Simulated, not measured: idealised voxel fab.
The process module that follows is named voxel self aligned vias.
Section shown: cut. Width: 185 nm. Cell size: 5 nm, square.
Heads up, the way a cross-section reads in here is a grid of square cells, handed over as bands from the top down, with every band being one or more rows of cells. Per band: top height and bottom height in nm, followed by the left-to-right materials and their widths in nm; "all across" marks a single material spanning edge to edge, "blank" marks empty space. Height 0 is the level under which the wafer as received is all one material. The lowest band goes on downwards, as in "0 nm and below". When a width is written as two numbers, as in "30..40", the first number is the width in the top row of cells of the band and the second is the width in its bottom row, and the width changes by the same amount from each row to the next. When a step is marked "no alterations made", none of the cells in the cross-section changed during that step. Entry "Cavities, closed" = empty spaces >= 8 cells with no open way to the top; each as width x height at distance, distance from left edge, all nm. Whatever follows a step's settings on its line is a remark the simulator itself makes about that step. overlay nm: step with mask; distance mask lay right of planned place; negative value = left of planned place.
[Planned process steps]
step 1: RECEIVE [material Si]
step 2: CONFORMAL_DEP [material SiO2] [thk nm 15]
step 3: CONFORMAL_DEP [material SiCN] [thk nm 5]
step 4: DIRECTIONAL_DEP [material SiO2] [thk nm 20]
step 5: MASKED_ETCH [tone open] [mask id LINES] [width nm 25] [pitch nm 50] [etch materials SiO2] [depth nm 20] [overlay nm 0]
step 6: CONFORMAL_DEP [material TiN] [thk nm 5]
step 7: FILL_DEP [material W] [thk nm 10]
step 8: CMP [height nm 40]
step 9: SELECTIVE_ETCH [etch materials W Ru TiN] [depth nm 5]
step 10: FILL_DEP [material SiN] [thk nm 10]
step 11: CMP [height nm 40]
step 12: DIRECTIONAL_DEP [material SiO2] [thk nm 20]
step 13: MASKED_ETCH [tone open] [mask id VIAS] [width nm 35] [pitch nm 50] [etch materials SiO2] [depth nm 20] [overlay nm 0]
step 14: MASKED_ETCH [tone open] [mask id VIAS] [width nm 35] [pitch nm 50] [etch materials SiN] [depth nm 5] [overlay nm 0]
step 15: CONFORMAL_DEP [material TiN] [thk nm 5]
step 16: FILL_DEP [material Cu] [thk nm 10]
step 17: CMP [height nm 60]
step 18: CONFORMAL_DEP [material SiCN] [thk nm 5]
[Incoming wafer in cross-section (state: after step 1)]
	0 nm and below  Si all across
	Cavities, closed: none
[First of two wafers: cross-section at end of module, run per plan]
	65 nm to 60 nm  SiCN all across
	60 nm to 45 nm  SiO2: 25, TiN: 5, Cu: 25, TiN: 5, SiO2: 15, TiN: 5, Cu: 25, TiN: 5, SiO2: 15, TiN: 5, Cu: 25, TiN: 5, SiO2: 25
	45 nm to 40 nm  SiO2: 25, TiN: 10, Cu: 15, TiN: 10, SiO2: 15, TiN: 10, Cu: 15, TiN: 10, SiO2: 15, TiN: 10, Cu: 15, TiN: 10, SiO2: 25
	40 nm to 35 nm  SiO2: 30, TiN: 25, SiO2: 25, TiN: 25, SiO2: 25, TiN: 25, SiO2: 30
	35 nm to 25 nm  SiO2: 30, TiN: 5, W: 15, TiN: 5, SiO2: 25, TiN: 5, W: 15, TiN: 5, SiO2: 25, TiN: 5, W: 15, TiN: 5, SiO2: 30
	25 nm to 20 nm  SiO2: 30, TiN: 25, SiO2: 25, TiN: 25, SiO2: 25, TiN: 25, SiO2: 30
	20 nm to 15 nm  SiCN all across
	15 nm to 0 nm  SiO2 all across
	0 nm and below  Si all across
	Cavities, closed: none
[Second of two wafers, module complete, sectioned: it shares the first wafer's start and plan but was run with one mistake]
	65 nm to 60 nm  SiCN all across
	60 nm to 45 nm  SiO2: 25, TiN: 5, Cu: 25, TiN: 5, SiO2: 15, TiN: 5, Cu: 25, TiN: 5, SiO2: 15, TiN: 5, Cu: 25, TiN: 5, SiO2: 25
	45 nm to 40 nm  SiO2: 25, TiN: 10, Cu: 15, TiN: 10, SiO2: 15, TiN: 10, Cu: 15, TiN: 10, SiO2: 15, TiN: 10, Cu: 15, TiN: 10, SiO2: 25
	40 nm to 35 nm  SiO2: 30, TiN: 25, SiO2: 25, TiN: 25, SiO2: 25, TiN: 25, SiO2: 30
	35 nm to 30 nm  SiCN all across
	30 nm to 0 nm  SiO2 all across
	0 nm and below  Si all across
	Cavities, closed: none
Processing error: it should be noted that step 2 of the plan was executed twice
Final tally in cells, some materials are higher or lower on the second wafer than on the first: SiO2: 45 more, TiN: 27 fewer, W: 18 fewer
